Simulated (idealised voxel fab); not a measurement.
The name of this process module is voxel transistor to metal.
Cross-section cut spans 190 nm and uses square cells 5 nm in size.
When this document writes out a cross-section, it uses a grid of square cells and lists it as bands, beginning at the top and moving down, with a band standing for one or more rows of cells. The entry gives the band's vertical extent as a top height and a bottom height in nm, then its horizontal make-up as materials from left to right, each with a width in nm. "blank" stands for empty space; a single material marked "edge to edge" fills the band edge to edge. Basically, 0 is our baseline, since under it the wafer straight out of the box is all one material. The bottom band has no lower end and keeps on going down, so it looks like "0..down". A two-number width, for instance "30 to 40", indicates that the width is equal to the first number in the top row of the band and to the second number in the bottom row, and that it changes by a constant amount per row of cells. The cross-section has no changed cell in any step marked "no modification". Heads up: "Closed voids list" only lists the empty pockets with no open path to the top that are 8 cells or more, and it writes them as width x height at distance, distance from the left edge, in nm. Post-settings text on a step line: simulator's own remark regarding the step. For masked steps, "overlay nm" on the step line gives how far right of plan the mask actually lay; a minus sign means it lay to the left.

Intended process steps:
step 1: RECEIVE [material Si]
step 2: OXIDIZE [depth nm 5]
step 3: CONFORMAL_DEP [material SiN] [thk nm 15]
step 4: MASKED_ETCH [tone cover] [mask id ACTIVE] [width nm 105] [etch materials SiN] [depth nm 15] [overlay nm 0]
step 5: MASKED_ETCH [tone cover] [mask id ACTIVE] [width nm 105] [etch materials SiO2] [depth nm 5] [overlay nm 0]
step 6: MASKED_ETCH [tone cover] [mask id ACTIVE] [width nm 105] [etch materials Si] [depth nm 30] [overlay nm 0]
step 7: OXIDIZE [depth nm 5]
step 8: FILL_DEP [material SiO2] [thk nm 10]
step 9: CMP [height nm 15]
step 10: SELECTIVE_ETCH [etch materials SiO2] [depth nm 5]
step 11: STRIP [etch materials SiN]
step 12: SELECTIVE_ETCH [etch materials SiO2] [depth nm 5]
step 13: OXIDIZE [depth nm 5]
step 14: DIRECTIONAL_DEP [material polySi] [thk nm 20]
step 15: DIRECTIONAL_DEP [material SiCN] [thk nm 10]
step 16: MASKED_ETCH [tone cover] [mask id GATE] [width nm 15] [etch materials SiCN] [depth nm 20] [overlay nm 0]
step 17: MASKED_ETCH [tone cover] [mask id GATE] [width nm 15] [etch materials polySi] [depth nm 30] [overlay nm 0]
step 18: CONFORMAL_DEP [material SiO2] [thk nm 5]
step 19: DIRECTIONAL_ETCH [etch materials SiO2] [depth nm 5]
step 20: CONFORMAL_DEP [material SiN] [thk nm 5]
step 21: DIRECTIONAL_ETCH [etch materials SiN] [depth nm 5]
step 22: DIRECTIONAL_ETCH [etch materials SiO2] [depth nm 5]
step 23: DIRECTIONAL_ETCH [etch materials Si] [depth nm 15]
step 24: EPI [material nSi] [thk nm 15]
step 25: FILL_DEP [material SiO2] [thk nm 10]
step 26: CMP [height nm 25]
step 27: DIRECTIONAL_DEP [material SiO2] [thk nm 10]
step 28: DIRECTIONAL_DEP [material aC] [thk nm 10]
step 29: PATTERN [tone open] [mask id CONTACT] [material resist] [width nm 30] [pitch nm 55] [thk nm 30] [overlay nm 0]
step 30: DIRECTIONAL_ETCH [etch materials aC] [depth nm 10]
step 31: STRIP [etch materials resist]
step 32: DIRECTIONAL_ETCH [etch materials SiO2] [depth nm 45]
step 33: STRIP [etch materials aC]
step 34: CONFORMAL_DEP [material TiN] [thk nm 5]
step 35: FILL_DEP [material W] [thk nm 10]
step 36: CMP [height nm 35]
step 37: DIRECTIONAL_DEP [material TiN] [thk nm 5]
step 38: DIRECTIONAL_DEP [material Ru] [thk nm 15]
step 39: PATTERN [tone cover] [mask id METAL_1] [material resist] [width nm 15] [pitch nm 70] [thk nm 20] [overlay nm 0]
step 40: DIRECTIONAL_ETCH [etch materials Ru] [depth nm 15]
step 41: DIRECTIONAL_ETCH [etch materials TiN] [depth nm 5]
step 42: STRIP [etch materials resist]
step 43: CONFORMAL_DEP [material SiN] [thk nm 5]
step 44: FILL_DEP [material SiO2] [thk nm 5]
step 45: CMP [height nm 55]
step 46: CONFORMAL_DEP [material SiCN] [thk nm 5]
step 47: DIRECTIONAL_DEP [material SiO2] [thk nm 30]
step 48: DIRECTIONAL_DEP [material aC] [thk nm 15]
step 49: PATTERN [tone open] [mask id METAL_2] [material resist] [width nm 15] [pitch nm 70] [thk nm 30] [overlay nm 0]
step 50: DIRECTIONAL_ETCH [etch materials aC] [depth nm 15]
step 51: STRIP [etch materials resist]
step 52: DIRECTIONAL_ETCH [etch materials SiO2] [depth nm 20]
step 53: STRIP [etch materials aC]
step 54: MASKED_ETCH [tone open] [mask id METAL_2_HOLES] [width nm 15] [pitch nm 70] [etch materials SiO2] [depth nm 10] [overlay nm 0]
step 55: MASKED_ETCH [tone open] [mask id METAL_2_HOLES] [width nm 15] [pitch nm 70] [etch materials SiCN] [depth nm 5] [overlay nm 0]
step 56: CONFORMAL_DEP [material TiN] [thk nm 5]
step 57: FILL_DEP [material Cu] [thk nm 5]
step 58: CMP [height nm 90]
step 59: CONFORMAL_DEP [material SiCN] [thk nm 5]

Step 1 complete: cross-section of the wafer as received:
    0..down: Si edge to edge
    Closed voids list: none

First wafer of two, sectioned at end of module; run went per plan:
    95..90: SiCN edge to edge
    90..60: SiO2 50, then TiN 5, then Cu 5, then TiN 5, then SiO2 55, then TiN 5, then Cu 5, then TiN 5, then SiO2 55
    60..55: SiCN 50, then TiN 15, then SiCN 55, then TiN 15, then SiCN 55
    55..40: SiO2 45, then SiN 5, then Ru 15, then SiN 5, then SiO2 45, then SiN 5, then Ru 15, then SiN 5, then SiO2 50
    40..35: SiN 50, then TiN 15, then SiN 55, then TiN 15, then SiN 55
    35..25: SiO2 50, then TiN 5, then W 20 to 15, then TiN 5 to 10, then SiO2 25, then TiN 5 to 10, then W 20 to 15, then TiN 5, then SiO2 55
    25..15: SiO2 50, then TiN 5, then W 15, then TiN 5, then SiN 5, then SiO2 5, then SiCN 15, then SiO2 5, then SiN 5, then TiN 5, then W 15, then TiN 5, then SiO2 55
    15..10: SiO2 50, then TiN 5, then W 15, then TiN 5, then SiN 5, then SiO2 5, then polySi 15, then SiO2 5, then SiN 5, then TiN 5, then W 15, then TiN 5, then SiO2 55
    10..5: SiO2 50, then TiN 25, then SiN 5, then SiO2 5, then polySi 15, then SiO2 5, then SiN 5, then TiN 25, then SiO2 55
    5..-5: SiO2 40, then SiN 5, then SiO2 5, then TiN 10, then nSi 15, then SiN 5, then SiO2 5, then polySi 15, then SiO2 5, then SiN 5, then nSi 15, then TiN 10, then SiO2 5, then SiN 5, then SiO2 45
    -5..-10: SiO2 50, then TiN 10, then nSi 15, then SiO2 35, then nSi 15, then TiN 10, then SiO2 55
    -10..-25: SiO2 45, then nSi 30, then Si 35, then nSi 30, then SiO2 50
    -25..-40: SiO2 45, then Si 95, then SiO2 50
    -40..down: Si edge to edge
    Closed voids list: none

Wafer two, end of module, cross-section. Same start, same plan as wafer one. One mistake in the run:
    95..90: SiCN edge to edge
    90..60: SiO2 50, then TiN 5, then Cu 5, then TiN 5, then SiO2 55, then TiN 5, then Cu 5, then TiN 5, then SiO2 55
    60..55: SiCN 50, then TiN 15, then SiCN 55, then TiN 15, then SiCN 55
    55..40: SiO2 45, then SiN 5, then Ru 15, then SiN 5, then SiO2 45, then SiN 5, then Ru 15, then SiN 5, then SiO2 50
    40..35: SiN 50, then TiN 15, then SiN 55, then TiN 15, then SiN 55
    35..25: SiO2 50, then TiN 5, then W 20 to 15, then TiN 5 to 10, then SiO2 25, then TiN 5 to 10, then W 20 to 15, then TiN 5, then SiO2 55
    25..15: SiO2 50, then TiN 5, then W 15, then TiN 5, then SiN 5, then SiO2 5, then SiCN 15, then SiO2 5, then SiN 5, then TiN 5, then W 15, then TiN 5, then SiO2 55
    15..10: SiO2 50, then TiN 25, then SiN 5, then SiO2 5, then polySi 15, then SiO2 5, then SiN 5, then TiN 25, then SiO2 55
    10..5: SiO2 50, then TiN 5, then nSi 20, then SiN 5, then SiO2 5, then polySi 15, then SiO2 5, then SiN 5, then nSi 20, then TiN 5, then SiO2 55
    5..-5: SiO2 40, then SiN 5, then SiO2 5, then TiN 5, then nSi 20, then SiN 5, then SiO2 5, then polySi 15, then SiO2 5, then SiN 5, then nSi 20, then TiN 5, then SiO2 5, then SiN 5, then SiO2 45
    -5..-10: SiO2 45, then nSi 30, then SiO2 35, then nSi 30, then SiO2 50
    -10..-25: SiO2 45, then nSi 30, then Si 35, then nSi 30, then SiO2 50
    -25..-40: SiO2 45, then Si 95, then SiO2 50
    -40..down: Si edge to edge
    Closed voids list: none
Deviation noted in wafer processing: in deviation from the planned setting, step 24 was conducted as EPI [material nSi] [thk nm 20]
Final difference in cells, second wafer against first, listed per material as more or fewer: 2 fewer of SiO2 | 10 fewer of TiN | 6 fewer of W | 18 more of nSi
